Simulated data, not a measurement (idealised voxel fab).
Herein follows the process module entitled voxel capacitor over wiring.
The cross-section on display is named cut; it measures 240 nm wide, and its cells are 5 nm squares.
A cross-section is written here as square cells arranged in a grid, and it is given in bands from the top down, each band taking up one or more rows of cells. Quick guide to a band line: top height, bottom height (nm) up front; then every material left to right with its width in nm. Only one material and it's marked "everywhere"? Then it fills the band edge to edge. And "blank" just means empty space. Heights from 0 (as-received wafer is one material below). Bottom band endless downward, as "0 -> down". So if you see something like "30->40" for the width, read it as the top row of the band sitting at the first number and the bottom row at the second, with every row in between moving by the same amount as the last. Where the words "no alterations made" appear for a step, the cross-section shows no cell changed by that step; every cell remained as before. Entry "Voids, fully enclosed". Content: empty spaces with no open connection to the top, size 8 cells or greater. Each: width x height at distance. Distance: from left edge. Unit: nm. If you see something after the settings on a step's line, that's the simulator's own remark about that step. The line of a step may include "overlay nm". On a step with a mask, this value is how far to the right of its planned place the mask lay. A negative value means the mask lay to the left.

Intended process steps
| 1 | RECEIVE, material Si |
| 2 | CONFORMAL_DEP, material SiO2, thk nm 10 |
| 3 | DIRECTIONAL_DEP, material TiN, thk nm 5 |
| 4 | DIRECTIONAL_DEP, material Ru, thk nm 15 |
| 5 | DIRECTIONAL_DEP, material aC, thk nm 15 |
| 6 | PATTERN, tone cover, mask id METAL_1, material resist, width nm 30, pitch nm 85, thk nm 35, overlay nm 0 |
| 7 | DIRECTIONAL_ETCH, etch materials aC, depth nm 15 |
| 8 | STRIP, etch materials resist |
| 9 | DIRECTIONAL_ETCH, etch materials Ru, depth nm 15 |
| 10 | DIRECTIONAL_ETCH, etch materials TiN, depth nm 5 |
| 11 | STRIP, etch materials aC |
| 12 | CONFORMAL_DEP, material SiCN, thk nm 5 |
| 13 | FILL_DEP, material lowk, thk nm 5 |
| 14 | CMP, height nm 30 |
| 15 | CONFORMAL_DEP, material SiCN, thk nm 5 |
| 16 | DIRECTIONAL_DEP, material SiO2, thk nm 20 |
| 17 | MASKED_ETCH, tone open, mask id PLUG_1, width nm 15, etch materials SiO2, depth nm 20, overlay nm 0 |
| 18 | MASKED_ETCH, tone open, mask id PLUG_1, width nm 15, etch materials SiCN, depth nm 5, overlay nm 0 |
| 19 | EPI, material Ru, thk nm 10 |
| 20 | EPI, material Ru, thk nm 10 |
| 21 | EPI, material Ru, thk nm 5 |
| 22 | DIRECTIONAL_DEP, material TiN, thk nm 10 |
| 23 | DIRECTIONAL_DEP, material Al2O3, thk nm 5 |
| 24 | DIRECTIONAL_DEP, material TiN, thk nm 10 |
| 25 | DIRECTIONAL_DEP, material aC, thk nm 15 |
| 26 | PATTERN, tone cover, mask id UPPER_PLATE, material resist, width nm 60, thk nm 30, overlay nm 0 |
| 27 | DIRECTIONAL_ETCH, etch materials aC, depth nm 15 |
| 28 | STRIP, etch materials resist |
| 29 | DIRECTIONAL_ETCH, etch materials TiN, depth nm 10 |
| 30 | DIRECTIONAL_ETCH, etch materials Al2O3, depth nm 5 |
| 31 | STRIP, etch materials aC |
| 32 | PATTERN, tone cover, mask id LOWER_PLATE, material resist, width nm 70, thk nm 15, overlay nm 0 |
| 33 | DIRECTIONAL_ETCH, etch materials TiN, depth nm 10 |
| 34 | STRIP, etch materials resist |
| 35 | FILL_DEP, material SiO2, thk nm 15 |
| 36 | CMP, height nm 90 |
| 37 | PATTERN, tone open, mask id PLUG_2, material resist, width nm 15, thk nm 20, overlay nm 0 |
| 38 | DIRECTIONAL_ETCH, etch materials SiO2, depth nm 10 |
| 39 | STRIP, etch materials resist |
| 40 | CONFORMAL_DEP, material TiN, thk nm 5 |
| 41 | FILL_DEP, material W, thk nm 10 |
| 42 | CMP, height nm 90 |
| 43 | CONFORMAL_DEP, material SiN, thk nm 5 |

As-received wafer cross-section (after step 1)
0 -> down | Si everywhere
Voids, fully enclosed: none

first wafer at the end, as planned
95 -> 90 | SiN everywhere
90 -> 85 | SiO2: 85; TiN: 5; W: 5; TiN: 5; SiO2: 140
85 -> 80 | SiO2: 85; TiN: 15; SiO2: 140
80 -> 70 | SiO2: 75; TiN: 60; SiO2: 105
70 -> 65 | SiO2: 75; Al2O3: 60; SiO2: 105
65 -> 55 | SiO2: 70; TiN: 70; SiO2: 100
55 -> 35 | SiO2: 75; Ru: 15; SiO2: 150
35 -> 30 | SiCN: 75; Ru: 15; SiCN: 150
30 -> 15 | lowk: 55; SiCN: 5; Ru: 30; SiCN: 5; lowk: 45; SiCN: 5; Ru: 30; SiCN: 5; lowk: 60
15 -> 10 | SiCN: 60; TiN: 30; SiCN: 55; TiN: 30; SiCN: 65
10 -> 0 | SiO2 everywhere
0 -> down | Si everywhere
Voids, fully enclosed: none

Second wafer through the module, sectioned at the end: same beginning and same plan as the first wafer, with one mistake in carrying it out
95 -> 90 | SiN everywhere
90 -> 85 | SiO2: 85; TiN: 5; W: 5; TiN: 5; SiO2: 140
85 -> 75 | SiO2: 85->90; TiN: 15->45; SiO2: 140->105
75 -> 70 | SiO2: 75; TiN: 60; SiO2: 105
70 -> 65 | SiO2: 75; TiN: 15; Al2O3: 45; SiO2: 105
65 -> 60 | SiO2: 70; TiN: 5; Al2O3: 15; TiN: 50; SiO2: 100
60 -> 55 | SiO2: 70; TiN: 70; SiO2: 100
55 -> 50 | SiCN: 75; TiN: 15; SiCN: 150
50 -> 30 | SiO2 everywhere
30 -> 15 | lowk: 55; SiCN: 5; Ru: 30; SiCN: 5; lowk: 45; SiCN: 5; Ru: 30; SiCN: 5; lowk: 60
15 -> 10 | SiCN: 60; TiN: 30; SiCN: 55; TiN: 30; SiCN: 65
10 -> 0 | SiO2 everywhere
0 -> down | Si everywhere
Voids, fully enclosed: none
Short version of what went wrong: ran 15 and 16 in swapped order versus the plan
The final cell counts differ between the wafers, with the second having more or fewer of some materials than the first: Ru -15 | SiO2 +15
